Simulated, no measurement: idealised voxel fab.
process module | voxel gate over fins
cross-section cut | 265 nm wide | cells 5 nm
A cross-section is a grid of square cells, given in bands from the top down. A band is one or more rows of cells.
Each band's line starts with the height of the band's top and of its bottom, in nm. Then come its materials from left to right, each with its width in nm. One material with "throughout" fills the band from edge to edge. "air" is empty space.
Height 0 is the level under which the wafer as received is all one material. The lowest band goes on downwards, as in "0 down".
A width such as "30 to 40" changes by the same amount from each row of cells to the next, from the band's top row to its bottom row.
"no change" after a step means that no cell of the cross-section changed.
closed voids: empty space of 8 cells or more with no open way to the top, each as width x height at its distance from the left edge, in nm
after a step's settings: what the simulator itself notes on the step
overlay nm, on a step with a mask: how far to the right of its planned place the mask lay; to the left if negative
plan
1 op RECEIVE | material Si
2 op CONFORMAL_DEP | material SiN | thk nm 5
3 op MASKED_ETCH | tone cover | mask id FINS | width nm 15 | pitch nm 60 | etch materials SiN | depth nm 5 | overlay nm 0
4 op MASKED_ETCH | tone cover | mask id FINS | width nm 15 | pitch nm 60 | etch materials Si | depth nm 30 | overlay nm 0
5 op OXIDIZE | depth nm 5
6 op FILL_DEP | material SiO2 | thk nm 5
7 op CMP | height nm 5
8 op PATTERN | tone open | mask id RAIL | material resist | width nm 15 | thk nm 15 | overlay nm 0
9 op DIRECTIONAL_ETCH | etch materials SiO2 | depth nm 30
10 op STRIP | etch materials resist
11 op CONFORMAL_DEP | material TiN | thk nm 5
12 op FILL_DEP | material W | thk nm 5
13 op CMP | height nm 5
14 op SELECTIVE_ETCH | etch materials W Ru TiN | depth nm 25
15 op FILL_DEP | material SiO2 | thk nm 5
16 op CMP | height nm 5
17 op SELECTIVE_ETCH | etch materials SiO2 | depth nm 15
18 op STRIP | etch materials SiN
19 op CONFORMAL_DEP | material HfO2 | thk nm 5
20 op CONFORMAL_DEP | material TiN | thk nm 5
21 op CONFORMAL_DEP | material TiAl | thk nm 5
22 op CONFORMAL_DEP | material TiN | thk nm 5
23 op FILL_DEP | material W | thk nm 10
24 op CMP | height nm 25
25 op CONFORMAL_DEP | material SiN | thk nm 5
as received, after step 1
  0 down: Si throughout
  closed voids: none
first wafer at the end, as planned
  30 to 25: SiN throughout
  25 to 20: W throughout
  20 to 15: W 80 | TiN 45 | W 15 | TiN 45 | W 80
  15 to 10: W 80 | TiN 5 | TiAl 35 | TiN 5 | W 15 | TiN 5 | TiAl 35 | TiN 5 | W 80
  10 to 5: TiN 85 | TiAl 5 | TiN 25 | TiAl 5 | TiN 25 | TiAl 5 | TiN 25 | TiAl 5 | TiN 85
  5 to 0: TiAl 90 | TiN 5 | HfO2 15 | TiN 5 | TiAl 35 | TiN 5 | HfO2 15 | TiN 5 | TiAl 90
  0 to -5: TiN 95 | HfO2 5 | Si 5 | HfO2 5 | TiN 45 | HfO2 5 | Si 5 | HfO2 5 | TiN 95
  -5 to -10: HfO2 100 | Si 5 | HfO2 55 | Si 5 | HfO2 100
  -10 to -20: SiO2 100 | Si 5 | SiO2 55 | Si 5 | SiO2 100
  -20 to -25: SiO2 100 | Si 5 | SiO2 20 | TiN 15 | SiO2 20 | Si 5 | SiO2 100
  -25 to -35: SiO2 100 | Si 5 | SiO2 55 | Si 5 | SiO2 100
  -35 down: Si throughout
  closed voids: none
second wafer at the end: like start, like plan, one mistake
  30 to 25: SiN throughout
  25 to 15: W throughout
  15 to 10: W 85 | TiN 35 | W 25 | TiN 35 | W 85
  10 to 5: W 85 | TiN 5 | TiAl 25 | TiN 5 | W 25 | TiN 5 | TiAl 25 | TiN 5 | W 85
  5 to 0: TiN 90 | TiAl 5 | TiN 15 | TiAl 5 | TiN 35 | TiAl 5 | TiN 15 | TiAl 5 | TiN 90
  0 to -5: TiAl 95 | TiN 5 | Si 5 | TiN 5 | TiAl 45 | TiN 5 | Si 5 | TiN 5 | TiAl 95
  -5 to -10: TiN 100 | Si 5 | TiN 55 | Si 5 | TiN 100
  -10 to -20: SiO2 100 | Si 5 | SiO2 55 | Si 5 | SiO2 100
  -20 to -25: SiO2 100 | Si 5 | SiO2 20 | TiN 15 | SiO2 20 | Si 5 | SiO2 100
  -25 to -35: SiO2 100 | Si 5 | SiO2 55 | Si 5 | SiO2 100
  -35 down: Si throughout
  closed voids: none
what went wrong: step 19 was left out
at the end the second wafer has, in cells: 61 fewer of HfO2 | 61 more of W
